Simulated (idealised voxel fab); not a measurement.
You're looking at the process module voxel capacitor over wiring.
Displayed cross-section: cut, width of 280 nm, square cells sized 5 nm.
Cross-section = grid of square cells, listed top down in bands; band = one or more rows. First you get the band's top height and its bottom height, in nm, and then the materials it's made of, left to right, with each width in nm. If you see a single material with "everywhere", that one covers the band edge to edge. "blank" is empty space. Zero point of the height axis is 0; under it, received wafer = one material. Lowest band: continues down indefinitely, "0 down". A width given as "30->40" starts at the first number in the band's top row and ends at the second number in its bottom row, shifting by an equal amount at every step from row to row. A step reported as "no change occurred" is a step in which no cell of the cross-section changed. "Enclosed internal voids" means: voids of 8 cells or more that are shut off from the top with no open way through. Written width x height at distance, distance from the left edge, in nm. Text after the settings on a step's line: the simulator's own remark on that step. On any step carrying a mask, the "overlay nm" setting, if present on the step's line, tells how far right of its planned place the mask lay; negative values point to the left.
PROCESS STEPS - PLAN
1: RECEIVE with material Si
2: CONFORMAL_DEP with material SiO2, thk nm 15
3: DIRECTIONAL_DEP with material TiN, thk nm 5
4: DIRECTIONAL_DEP with material W, thk nm 15
5: PATTERN with tone cover, mask id METAL_1, material resist, width nm 30, pitch nm 100, thk nm 20, overlay nm 0
6: DIRECTIONAL_ETCH with etch materials W, depth nm 15
7: DIRECTIONAL_ETCH with etch materials TiN, depth nm 5
8: STRIP with etch materials resist
9: FILL_DEP with material lowk, thk nm 5
10: CMP with height nm 35
11: CONFORMAL_DEP with material SiCN, thk nm 5
12: DIRECTIONAL_DEP with material lowk, thk nm 20
13: DIRECTIONAL_DEP with material aC, thk nm 10
14: PATTERN with tone open, mask id PLUG_1, material resist, width nm 15, thk nm 30, overlay nm 0
15: DIRECTIONAL_ETCH with etch materials aC, depth nm 10
16: STRIP with etch materials resist
17: DIRECTIONAL_ETCH with etch materials lowk, depth nm 20
18: DIRECTIONAL_ETCH with etch materials SiCN, depth nm 5
19: STRIP with etch materials aC
20: EPI with material Ru, thk nm 10
21: EPI with material Ru, thk nm 10
22: EPI with material Ru, thk nm 5
23: DIRECTIONAL_DEP with material TiN, thk nm 5
24: DIRECTIONAL_DEP with material HfO2, thk nm 5
25: DIRECTIONAL_DEP with material TiN, thk nm 10
26: MASKED_ETCH with tone cover, mask id UPPER_PLATE, width nm 75, etch materials TiN, depth nm 10, overlay nm 0
27: MASKED_ETCH with tone cover, mask id UPPER_PLATE, width nm 75, etch materials HfO2, depth nm 5, overlay nm -15
28: DIRECTIONAL_DEP with material aC, thk nm 10
29: PATTERN with tone cover, mask id LOWER_PLATE, material resist, width nm 85, thk nm 30, overlay nm 0
30: DIRECTIONAL_ETCH with etch materials aC, depth nm 10
31: STRIP with etch materials resist
32: DIRECTIONAL_ETCH with etch materials TiN, depth nm 5
33: STRIP with etch materials aC
34: FILL_DEP with material SiO2, thk nm 20
35: CMP with height nm 95
36: DIRECTIONAL_DEP with material aC, thk nm 15
37: PATTERN with tone open, mask id PLUG_2, material resist, width nm 15, thk nm 30, overlay nm 0
38: DIRECTIONAL_ETCH with etch materials aC, depth nm 15
39: STRIP with etch materials resist
40: DIRECTIONAL_ETCH with etch materials SiO2, depth nm 15
41: STRIP with etch materials aC
42: CONFORMAL_DEP with material TiN, thk nm 5
43: FILL_DEP with material Ru, thk nm 5
44: CMP with height nm 95
45: CONFORMAL_DEP with material SiCN, thk nm 5
The value of overlay nm given for step 27 in the plan refers to the first wafer; the wafers vary in this setting and are alike at the start.
FIRST WAFER AS RECEIVED, AFTER STEP 1
0 down  Si everywhere
Enclosed internal voids: none
DEPICTED HERE IS THE FIRST OF SEVERAL WAFERS IN CROSS-SECTION, AT MODULE COMPLETION FOLLOWING THE LAST STEP, STEP 45
100 to 95  SiCN everywhere
95 to 85  100 SiO2, then 5 TiN, then 5 Ru, then 5 TiN, then 165 SiO2
85 to 80  100 SiO2, then 15 TiN, then 165 SiO2
80 to 70  90 SiO2, then 75 TiN, then 115 SiO2
70 to 65  75 SiO2, then 90 HfO2, then 115 SiO2
65 to 60  75 SiO2, then 95 TiN, then 110 SiO2
60 to 40  90 lowk, then 15 Ru, then 175 lowk
40 to 35  90 SiCN, then 15 Ru, then 175 SiCN
35 to 20  75 lowk, then 30 W, then 70 lowk, then 30 W, then 75 lowk
20 to 15  75 lowk, then 30 TiN, then 70 lowk, then 30 TiN, then 75 lowk
15 to 0  SiO2 everywhere
0 down  Si everywhere
Enclosed internal voids: none
OF THE SEVERAL WAFERS, THE LAST: CROSS-SECTION AT THE END OF THE MODULE
100 to 95  SiCN everywhere
95 to 85  100 SiO2, then 5 TiN, then 5 Ru, then 5 TiN, then 165 SiO2
85 to 80  100 SiO2, then 15 TiN, then 165 SiO2
80 to 70  90 SiO2, then 75 TiN, then 115 SiO2
70 to 65  90 SiO2, then 90 HfO2, then 100 SiO2
65 to 60  85 SiO2, then 95 TiN, then 100 SiO2
60 to 40  90 lowk, then 15 Ru, then 175 lowk
40 to 35  90 SiCN, then 15 Ru, then 175 SiCN
35 to 20  75 lowk, then 30 W, then 70 lowk, then 30 W, then 75 lowk
20 to 15  75 lowk, then 30 TiN, then 70 lowk, then 30 TiN, then 75 lowk
15 to 0  SiO2 everywhere
0 down  Si everywhere
Enclosed internal voids: none
ROWS = WAFERS. AT MODULE END, EACH ROW LISTS PER MATERIAL THE CELLS GAINED (+) OR LOST (-) SINCE THE WAFER WAS RECEIVED, THEN THE CLOSED VOIDS
overlay nm -15; +18 HfO2; +17 Ru; +109 SiCN; +484 SiO2; +68 TiN; +36 W; +388 lowk; Enclosed internal voids: none
overlay nm -10; +17 HfO2; +17 Ru; +109 SiCN; +486 SiO2; +67 TiN; +36 W; +388 lowk; Enclosed internal voids: none
overlay nm -5; +16 HfO2; +17 Ru; +109 SiCN; +488 SiO2; +66 TiN; +36 W; +388 lowk; Enclosed internal voids: none
overlay nm 0; +15 HfO2; +17 Ru; +109 SiCN; +489 SiO2; +66 TiN; +36 W; +388 lowk; Enclosed internal voids: none
overlay nm 5; +16 HfO2; +17 Ru; +109 SiCN; +488 SiO2; +66 TiN; +36 W; +388 lowk; Enclosed internal voids: none
overlay nm 10; +17 HfO2; +17 Ru; +109 SiCN; +486 SiO2; +67 TiN; +36 W; +388 lowk; Enclosed internal voids: none
overlay nm 15; +18 HfO2; +17 Ru; +109 SiCN; +484 SiO2; +68 TiN; +36 W; +388 lowk; Enclosed internal voids: none
